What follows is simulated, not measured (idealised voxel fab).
Process module, titled voxel released beams
The cross-section on display is named cut; it measures 210 nm wide, and its cells are 5 nm squares.
Heads up, the way a cross-section reads in here is a grid of square cells, handed over as bands from the top down, with every band being one or more rows of cells. The band entry comprises the height of the band's top followed by the height of its bottom, expressed in nm, and subsequently the band's materials from left to right, each stated together with its width in nm. Where a single material is marked with the word "full width", that material fills the band from edge to edge. The word "empty" represents empty space. Measure heights from 0. That's the level where, below it, the as-received wafer is all one material. The lowest band is bottomless and extends downward; write it as in "0 and below". It should be noted that a width expressed as "30..40" varies in equal increments from row to row of cells within the band, taking the value of the first number at the top row and that of the second number at the bottom row. A step reported as "remained unchanged" is a step in which no cell of the cross-section changed. What "Unvented cavities" gives you is every empty space of 8 cells or more that is cut off from the top. Each appears as width x height at distance, with the distance taken from the left edge and width, height and distance all in nm. On a step's line, text after the settings is the simulator commenting on that step. For masked steps, "overlay nm" on the step line gives how far right of plan the mask actually lay; a minus sign means it lay to the left.

-- Below is the list of planned process steps
1: RECEIVE | material Si
2: CONFORMAL_DEP | material Al2O3 | thk nm 10
3: DIRECTIONAL_DEP | material SiO2 | thk nm 10
4: PATTERN | tone open | mask id ANCHOR | material resist | width nm 35 | thk nm 15 | overlay nm 0
5: DIRECTIONAL_ETCH | etch materials SiO2 | depth nm 10
6: STRIP | etch materials resist
7: CONFORMAL_DEP | material SiN | thk nm 15
8: PATTERN | tone cover | mask id BEAM | material resist | width nm 105 | thk nm 15 | overlay nm 0
9: DIRECTIONAL_ETCH | etch materials SiN | depth nm 15
10: STRIP | etch materials resist
11: STRIP | etch materials SiO2

-- As received (post step 1): cross-section
- 0 and below  Si full width
- Unvented cavities: none

-- Final wafer profile in cross-section after the module, from the same start and plan as above, with one mistake made during processing
- 35 down to 25  empty=60 | SiN=10 | empty=5 | SiN=90 | empty=45
- 25 down to 20  empty=60 | SiN=105 | empty=45
- 20 down to 10  empty=55 | SiN=35 | empty=120
- 10 down to 0  Al2O3 full width
- 0 and below  Si full width
- Unvented cavities: none
Finding, execution versus plan: so step 8 ended up running with a different setting than we planned, it ran as PATTERN | tone cover | mask id BEAM | material resist | width nm 105 | thk nm 15 | overlay nm 10
